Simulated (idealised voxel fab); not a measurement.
You're looking at the process module voxel transistor to metal.
Square cells of 5 nm make up the cross-section cut, whose width is 185 nm.
Cross-sections here: square-cell grids, written as top-down lists of bands, a band being one or more rows of cells. Heads up on the band format: heights come first, top then bottom, in nm. After that it's the materials left to right, each with its width in nm. A single material flagged "full width" fills the whole band edge to edge, and "blank" means there's empty space there. Ref level 0: as-received wafer is one material below here. Bottom band extends down with no lower bound ("0..down"). You'd read "30..40" like this: the band's top row of cells is as wide as the first number, its bottom row is as wide as the second, and going down, every row changes width by the same amount as the row before did. "stayed the same" -> step changed no cross-section cell. In the "Unvented voids" entry, you get each enclosed empty space of 8 cells or more, one with no open way to the top, written width x height at distance, distance from the left edge, in nm. Read whatever lies past the settings on a step's line as the simulator's own remark about the step. Among the settings permitted on a step's line is "overlay nm"; applied to a step with a mask, it specifies the extent to which the mask lay to the right of its planned position, whereas a negative figure signifies a position to the left.

**Steps planned for the process**
1) RECEIVE with material Si
2) OXIDIZE with depth nm 5
3) CONFORMAL_DEP with material SiN, thk nm 10
4) MASKED_ETCH with tone cover, mask id ACTIVE, width nm 105, etch materials SiN, depth nm 10, overlay nm 0
5) MASKED_ETCH with tone cover, mask id ACTIVE, width nm 105, etch materials SiO2, depth nm 5, overlay nm 0
6) MASKED_ETCH with tone cover, mask id ACTIVE, width nm 105, etch materials Si, depth nm 35, overlay nm 0
7) FILL_DEP with material SiO2, thk nm 10
8) CMP with height nm 10
9) SELECTIVE_ETCH with etch materials SiO2, depth nm 10
10) STRIP with etch materials SiN
11) SELECTIVE_ETCH with etch materials SiO2, depth nm 5
12) OXIDIZE with depth nm 5
13) DIRECTIONAL_DEP with material polySi, thk nm 25
14) DIRECTIONAL_DEP with material SiCN, thk nm 10
15) MASKED_ETCH with tone cover, mask id GATE, width nm 15, etch materials SiCN, depth nm 20, overlay nm 0
16) MASKED_ETCH with tone cover, mask id GATE, width nm 15, etch materials polySi, depth nm 35, overlay nm 0
17) CONFORMAL_DEP with material SiO2, thk nm 5
18) DIRECTIONAL_ETCH with etch materials SiO2, depth nm 5
19) CONFORMAL_DEP with material SiN, thk nm 10
20) DIRECTIONAL_ETCH with etch materials SiN, depth nm 10
21) DIRECTIONAL_ETCH with etch materials SiO2, depth nm 5
22) EPI with material SiGe, thk nm 5
23) FILL_DEP with material SiO2, thk nm 10
24) CMP with height nm 30
25) DIRECTIONAL_DEP with material SiO2, thk nm 10
26) DIRECTIONAL_DEP with material aC, thk nm 10
27) PATTERN with tone open, mask id CONTACT, material resist, width nm 35, pitch nm 60, thk nm 25, overlay nm 0
28) DIRECTIONAL_ETCH with etch materials aC, depth nm 10
29) STRIP with etch materials resist
30) DIRECTIONAL_ETCH with etch materials SiO2, depth nm 45
31) STRIP with etch materials aC
32) CONFORMAL_DEP with material TiN, thk nm 5
33) FILL_DEP with material Ru, thk nm 10
34) CMP with height nm 40
35) CONFORMAL_DEP with material SiN, thk nm 5
36) DIRECTIONAL_DEP with material SiO2, thk nm 15
37) MASKED_ETCH with tone open, mask id METAL_1, width nm 20, pitch nm 75, etch materials SiO2, depth nm 15, overlay nm 0
38) MASKED_ETCH with tone open, mask id METAL_1, width nm 20, pitch nm 75, etch materials SiN, depth nm 5, overlay nm 0
39) CONFORMAL_DEP with material TiN, thk nm 5
40) FILL_DEP with material Ru, thk nm 10
41) CMP with height nm 60
42) CONFORMAL_DEP with material SiCN, thk nm 5
43) DIRECTIONAL_DEP with material SiO2, thk nm 30
44) MASKED_ETCH with tone open, mask id METAL_2, width nm 20, pitch nm 75, etch materials SiO2, depth nm 15, overlay nm 0
45) PATTERN with tone open, mask id METAL_2_HOLES, material resist, width nm 15, pitch nm 75, thk nm 20, overlay nm 0
46) DIRECTIONAL_ETCH with etch materials SiO2, depth nm 15
47) DIRECTIONAL_ETCH with etch materials SiCN, depth nm 5
48) STRIP with etch materials resist
49) CONFORMAL_DEP with material TiN, thk nm 5
50) FILL_DEP with material Ru, thk nm 5
51) CMP with height nm 95
52) CONFORMAL_DEP with material SiN, thk nm 5

**first wafer, as planned**

**Shown in cross-section is the wafer as received, that is, as it stands after step 1**
0..down  Si full width
Unvented voids: none

**Wafer xsec, post step 2**
0..-5  SiO2 full width
Beneath the level -5, the cross-section is identical to its previous state.

**Wafer xsec, post step 3**
10..0  SiN full width
Beneath the level 0, the cross-section is identical to its previous state.

**Wafer xsec, post step 4**
10..0  blank 40, then SiN 105, then blank 40
Beneath the level 0, the cross-section is identical to its previous state.

**Wafer xsec, post step 5**
10..0  blank 40, then SiN 105, then blank 40
0..-5  blank 40, then SiO2 105, then blank 40
Beneath the level -5, the cross-section is identical to its previous state.

**Wafer xsec, post step 6**
10..0  blank 40, then SiN 105, then blank 40
0..-5  blank 40, then SiO2 105, then blank 40
-5..-40  blank 40, then Si 105, then blank 40
Beneath the level -40, the cross-section is identical to its previous state.

**Wafer xsec, post step 7**
20..10  SiO2 full width
10..0  SiO2 40, then SiN 105, then SiO2 40
0..-5  SiO2 full width
-5..-40  SiO2 40, then Si 105, then SiO2 40
Beneath the level -40, the cross-section is identical to its previous state.

**Wafer xsec, post step 8**
10..0  SiO2 40, then SiN 105, then SiO2 40
Beneath the level 0, the cross-section is identical to its previous state.

**Wafer xsec, post step 9**
10..0  blank 40, then SiN 105, then blank 40
Beneath the level 0, the cross-section is identical to its previous state.

**Wafer xsec, post step 10**
0..-5  SiO2 full width
Beneath the level -5, the cross-section is identical to its previous state.

**Wafer xsec, post step 11**
-5..-40  SiO2 40, then Si 105, then SiO2 40
Beneath the level -40, the cross-section is identical to its previous state.

**Wafer xsec, post step 12**
-5..-10  SiO2 full width
Beneath the level -10, the cross-section is identical to its previous state.

**Wafer xsec, post step 13**
20..-5  polySi full width
Beneath the level -5, the cross-section is identical to its previous state.

**Wafer xsec, post step 14**
30..20  SiCN full width
Beneath the level 20, the cross-section is identical to its previous state.

**Wafer xsec, post step 15**
30..20  blank 85, then SiCN 15, then blank 85
Beneath the level 20, the cross-section is identical to its previous state.

**Wafer xsec, post step 16**
30..20  blank 85, then SiCN 15, then blank 85
20..-5  blank 85, then polySi 15, then blank 85
Beneath the level -5, the cross-section is identical to its previous state.

**Wafer xsec, post step 17**
35..30  blank 80, then SiO2 25, then blank 80
30..20  blank 80, then SiO2 5, then SiCN 15, then SiO2 5, then blank 80
20..0  blank 80, then SiO2 5, then polySi 15, then SiO2 5, then blank 80
0..-5  SiO2 85, then polySi 15, then SiO2 85
Beneath the level -5, the cross-section is identical to its previous state.

**Wafer xsec, post step 18**
30..20  blank 80, then SiO2 5, then SiCN 15, then SiO2 5, then blank 80
20..-5  blank 80, then SiO2 5, then polySi 15, then SiO2 5, then blank 80
Beneath the level -5, the cross-section is identical to its previous state.

**Wafer xsec, post step 19**
40..30  blank 70, then SiN 45, then blank 70
30..20  blank 70, then SiN 10, then SiO2 5, then SiCN 15, then SiO2 5, then SiN 10, then blank 70
20..5  blank 70, then SiN 10, then SiO2 5, then polySi 15, then SiO2 5, then SiN 10, then blank 70
5..-5  SiN 80, then SiO2 5, then polySi 15, then SiO2 5, then SiN 80
Beneath the level -5, the cross-section is identical to its previous state.

**Wafer xsec, post step 20**
30..20  blank 70, then SiN 10, then SiO2 5, then SiCN 15, then SiO2 5, then SiN 10, then blank 70
20..-5  blank 70, then SiN 10, then SiO2 5, then polySi 15, then SiO2 5, then SiN 10, then blank 70
Beneath the level -5, the cross-section is identical to its previous state.

**Wafer xsec, post step 21**
30..25  blank 70, then SiN 10, then blank 5, then SiCN 15, then blank 5, then SiN 10, then blank 70
25..20  blank 70, then SiN 10, then SiO2 5, then SiCN 15, then SiO2 5, then SiN 10, then blank 70
20..-5  blank 70, then SiN 10, then SiO2 5, then polySi 15, then SiO2 5, then SiN 10, then blank 70
-5..-10  blank 70, then SiO2 45, then blank 70
Beneath the level -10, the cross-section is identical to its previous state.

**Wafer xsec, post step 22**
30..25  blank 70, then SiN 10, then blank 5, then SiCN 15, then blank 5, then SiN 10, then blank 70
25..20  blank 70, then SiN 10, then SiO2 5, then SiCN 15, then SiO2 5, then SiN 10, then blank 70
20..-5  blank 70, then SiN 10, then SiO2 5, then polySi 15, then SiO2 5, then SiN 10, then blank 70
-5..-10  blank 35, then SiGe 35, then SiO2 45, then SiGe 35, then blank 35
Beneath the level -10, the cross-section is identical to its previous state.

**Wafer xsec, post step 23**
40..30  SiO2 full width
30..20  SiO2 70, then SiN 10, then SiO2 5, then SiCN 15, then SiO2 5, then SiN 10, then SiO2 70
20..-5  SiO2 70, then SiN 10, then SiO2 5, then polySi 15, then SiO2 5, then SiN 10, then SiO2 70
-5..-10  SiO2 35, then SiGe 35, then SiO2 45, then SiGe 35, then SiO2 35
Beneath the level -10, the cross-section is identical to its previous state.

**Wafer xsec, post step 24**
30..20  SiO2 70, then SiN 10, then SiO2 5, then SiCN 15, then SiO2 5, then SiN 10, then SiO2 70
Beneath the level 20, the cross-section is identical to its previous state.

**Wafer xsec, post step 25**
40..30  SiO2 full width
Beneath the level 30, the cross-section is identical to its previous state.

**Wafer xsec, post step 26**
50..40  aC full width
Beneath the level 40, the cross-section is identical to its previous state.

**Wafer xsec, post step 27**
75..50  resist 45, then blank 35, then resist 25, then blank 35, then resist 45
Beneath the level 50, the cross-section is identical to its previous state.

**Wafer xsec, post step 28**
65..50  resist 45, then blank 35, then resist 25, then blank 35, then resist 45
50..40  aC 45, then blank 35, then aC 25, then blank 35, then aC 45
Beneath the level 40, the cross-section is identical to its previous state.

**Wafer xsec, post step 29**
50..40  aC 45, then blank 35, then aC 25, then blank 35, then aC 45
Beneath the level 40, the cross-section is identical to its previous state.

**Wafer xsec, post step 30**
50..40  aC 45, then blank 35, then aC 25, then blank 35, then aC 45
40..30  SiO2 45, then blank 35, then SiO2 25, then blank 35, then SiO2 45
30..20  SiO2 45, then blank 25, then SiN 10, then SiO2 5, then SiCN 15, then SiO2 5, then SiN 10, then blank 25, then SiO2 45
20..-5  SiO2 45, then blank 25, then SiN 10, then SiO2 5, then polySi 15, then SiO2 5, then SiN 10, then blank 25, then SiO2 45
Beneath the level -5, the cross-section is identical to its previous state.

**Wafer xsec, post step 31**
40..30  SiO2 45, then blank 35, then SiO2 25, then blank 35, then SiO2 45
Beneath the level 30, the cross-section is identical to its previous state.

**Wafer xsec, post step 32**
45..40  TiN 50, then blank 25, then TiN 35, then blank 25, then TiN 50
40..30  SiO2 45, then TiN 5, then blank 25..15, then TiN 5..15, then SiO2 25, then TiN 5..15, then blank 25..15, then TiN 5, then SiO2 45
30..20  SiO2 45, then TiN 5, then blank 15, then TiN 5, then SiN 10, then SiO2 5, then SiCN 15, then SiO2 5, then SiN 10, then TiN 5, then blank 15, then TiN 5, then SiO2 45
20..0  SiO2 45, then TiN 5, then blank 15, then TiN 5, then SiN 10, then SiO2 5, then polySi 15, then SiO2 5, then SiN 10, then TiN 5, then blank 15, then TiN 5, then SiO2 45
0..-5  SiO2 45, then TiN 25, then SiN 10, then SiO2 5, then polySi 15, then SiO2 5, then SiN 10, then TiN 25, then SiO2 45
Beneath the level -5, the cross-section is identical to its previous state.

**Wafer xsec, post step 33**
55..45  Ru full width
45..40  TiN 50, then Ru 25, then TiN 35, then Ru 25, then TiN 50
40..30  SiO2 45, then TiN 5, then Ru 25..15, then TiN 5..15, then SiO2 25, then TiN 5..15, then Ru 25..15, then TiN 5, then SiO2 45
30..20  SiO2 45, then TiN 5, then Ru 15, then TiN 5, then SiN 10, then SiO2 5, then SiCN 15, then SiO2 5, then SiN 10, then TiN 5, then Ru 15, then TiN 5, then SiO2 45
20..0  SiO2 45, then TiN 5, then Ru 15, then TiN 5, then SiN 10, then SiO2 5, then polySi 15, then SiO2 5, then SiN 10, then TiN 5, then Ru 15, then TiN 5, then SiO2 45
Beneath the level 0, the cross-section is identical to its previous state.

**Wafer xsec, post step 34**
40..30  SiO2 45, then TiN 5, then Ru 25..15, then TiN 5..15, then SiO2 25, then TiN 5..15, then Ru 25..15, then TiN 5, then SiO2 45
Beneath the level 30, the cross-section is identical to its previous state.

**Wafer xsec, post step 35**
45..40  SiN full width
Beneath the level 40, the cross-section is identical to its previous state.

**Wafer xsec, post step 36**
60..45  SiO2 full width
Beneath the level 45, the cross-section is identical to its previous state.

**Wafer xsec, post step 37**
60..45  SiO2 45, then blank 20, then SiO2 55, then blank 20, then SiO2 45
Beneath the level 45, the cross-section is identical to its previous state.

**Wafer xsec, post step 38**
60..45  SiO2 45, then blank 20, then SiO2 55, then blank 20, then SiO2 45
45..40  SiN 45, then blank 20, then SiN 55, then blank 20, then SiN 45
Beneath the level 40, the cross-section is identical to its previous state.

**Wafer xsec, post step 39**
65..60  TiN 50, then blank 10, then TiN 65, then blank 10, then TiN 50
60..45  SiO2 45, then TiN 5, then blank 10, then TiN 5, then SiO2 55, then TiN 5, then blank 10, then TiN 5, then SiO2 45
45..40  SiN 45, then TiN 20, then SiN 55, then TiN 20, then SiN 45
Beneath the level 40, the cross-section is identical to its previous state.

**Wafer xsec, post step 40**
75..65  Ru full width
65..60  TiN 50, then Ru 10, then TiN 65, then Ru 10, then TiN 50
60..45  SiO2 45, then TiN 5, then Ru 10, then TiN 5, then SiO2 55, then TiN 5, then Ru 10, then TiN 5, then SiO2 45
Beneath the level 45, the cross-section is identical to its previous state.

**Wafer xsec, post step 41**
60..45  SiO2 45, then TiN 5, then Ru 10, then TiN 5, then SiO2 55, then TiN 5, then Ru 10, then TiN 5, then SiO2 45
Beneath the level 45, the cross-section is identical to its previous state.

**Wafer xsec, post step 42**
65..60  SiCN full width
Beneath the level 60, the cross-section is identical to its previous state.

**Wafer xsec, post step 43**
95..65  SiO2 full width
Beneath the level 65, the cross-section is identical to its previous state.

**Wafer xsec, post step 44**
95..80  SiO2 45, then blank 20, then SiO2 55, then blank 20, then SiO2 45
Beneath the level 80, the cross-section is identical to its previous state.

**Wafer xsec, post step 45**
115..95  resist 45, then blank 15, then resist 60, then blank 15, then resist 50
95..80  SiO2 45, then blank 15, then resist 5, then SiO2 55, then blank 15, then resist 5, then SiO2 45
Beneath the level 80, the cross-section is identical to its previous state.

**Wafer xsec, post step 46**
115..95  resist 45, then blank 15, then resist 60, then blank 15, then resist 50
95..80  SiO2 45, then blank 15, then resist 5, then SiO2 55, then blank 15, then resist 5, then SiO2 45
80..65  SiO2 45, then blank 15, then SiO2 60, then blank 15, then SiO2 50
Beneath the level 65, the cross-section is identical to its previous state.

**Wafer xsec, post step 47**
115..95  resist 45, then blank 15, then resist 60, then blank 15, then resist 50
95..80  SiO2 45, then blank 15, then resist 5, then SiO2 55, then blank 15, then resist 5, then SiO2 45
80..65  SiO2 45, then blank 15, then SiO2 60, then blank 15, then SiO2 50
65..60  SiCN 45, then blank 15, then SiCN 60, then blank 15, then SiCN 50
Beneath the level 60, the cross-section is identical to its previous state.

**Wafer xsec, post step 48**
95..80  SiO2 45, then blank 20, then SiO2 55, then blank 20, then SiO2 45
Beneath the level 80, the cross-section is identical to its previous state.

**Wafer xsec, post step 49**
100..95  TiN 50, then blank 10, then TiN 65, then blank 10, then TiN 50
95..85  SiO2 45, then TiN 5, then blank 10, then TiN 5, then SiO2 55, then TiN 5, then blank 10, then TiN 5, then SiO2 45
85..80  SiO2 45, then TiN 5, then blank 5, then TiN 10, then SiO2 55, then TiN 5, then blank 5, then TiN 10, then SiO2 45
80..65  SiO2 45, then TiN 5, then blank 5, then TiN 5, then SiO2 60, then TiN 5, then blank 5, then TiN 5, then SiO2 50
65..60  SiCN 45, then TiN 15, then SiCN 60, then TiN 15, then SiCN 50
Beneath the level 60, the cross-section is identical to its previous state.

**Wafer xsec, post step 50**
105..100  Ru full width
100..95  TiN 50, then Ru 10, then TiN 65, then Ru 10, then TiN 50
95..85  SiO2 45, then TiN 5, then Ru 10, then TiN 5, then SiO2 55, then TiN 5, then Ru 10, then TiN 5, then SiO2 45
85..80  SiO2 45, then TiN 5, then Ru 5, then TiN 10, then SiO2 55, then TiN 5, then Ru 5, then TiN 10, then SiO2 45
80..65  SiO2 45, then TiN 5, then Ru 5, then TiN 5, then SiO2 60, then TiN 5, then Ru 5, then TiN 5, then SiO2 50
Beneath the level 65, the cross-section is identical to its previous state.

**Wafer xsec, post step 51**
95..85  SiO2 45, then TiN 5, then Ru 10, then TiN 5, then SiO2 55, then TiN 5, then Ru 10, then TiN 5, then SiO2 45
Beneath the level 85, the cross-section is identical to its previous state.

**Wafer xsec, post step 52**
100..95  SiN full width
Beneath the level 95, the cross-section is identical to its previous state.

**The remaining wafer, second of the two, started like the first and was run to the same plan, except that one mistake was made along the way; the two coincide through step 43, inclusive**

**Second wafer, section view, time point: scheduled end of step 44**
95..80  blank 45, then SiO2 20, then blank 55, then SiO2 20, then blank 45
Beneath the level 80, the cross-section is identical to its previous state.

**Second wafer, section view, time point: scheduled end of step 45**
115..95  resist 45, then blank 15, then resist 60, then blank 15, then resist 50
95..80  resist 45, then SiO2 20, then resist 55, then SiO2 20, then resist 45
Beneath the level 80, the cross-section is identical to its previous state.

**Second wafer, section view, time point: scheduled end of step 46**
115..95  resist 45, then blank 15, then resist 60, then blank 15, then resist 50
95..80  resist 45, then blank 15, then SiO2 5, then resist 55, then blank 15, then SiO2 5, then resist 45
Beneath the level 80, the cross-section is identical to its previous state.

Second wafer, section view, time point: scheduled end of step 47: stayed the same

**Second wafer, section view, time point: scheduled end of step 48**
95..80  blank 60, then SiO2 5, then blank 70, then SiO2 5, then blank 45
Beneath the level 80, the cross-section is identical to its previous state.

**Second wafer, section view, time point: scheduled end of step 49**
100..95  blank 55, then TiN 15, then blank 60, then TiN 15, then blank 40
95..85  blank 55, then TiN 5, then SiO2 5, then TiN 5, then blank 60, then TiN 5, then SiO2 5, then TiN 5, then blank 40
85..80  TiN 60, then SiO2 5, then TiN 70, then SiO2 5, then TiN 45
Beneath the level 80, the cross-section is identical to its previous state.

**Second wafer, section view, time point: scheduled end of step 50**
105..100  Ru full width
100..95  Ru 55, then TiN 15, then Ru 60, then TiN 15, then Ru 40
95..85  Ru 55, then TiN 5, then SiO2 5, then TiN 5, then Ru 60, then TiN 5, then SiO2 5, then TiN 5, then Ru 40
Beneath the level 85, the cross-section is identical to its previous state.

**Second wafer, section view, time point: scheduled end of step 51**
95..85  Ru 55, then TiN 5, then SiO2 5, then TiN 5, then Ru 60, then TiN 5, then SiO2 5, then TiN 5, then Ru 40
Beneath the level 85, the cross-section is identical to its previous state.

**Second wafer, section view, time point: scheduled end of step 52**
100..95  SiN full width
Beneath the level 95, the cross-section is identical to its previous state.
Error vs. plan: the process deviated at step 44: the operation and settings actually run there were MASKED_ETCH with tone cover, mask id METAL_2, width nm 20, pitch nm 75, etch materials SiO2, depth nm 15, overlay nm 0
Final wafer comparison in cells, second versus first, more or fewer per material: Ru +46 | SiCN +6 | SiO2 -63 | TiN +11
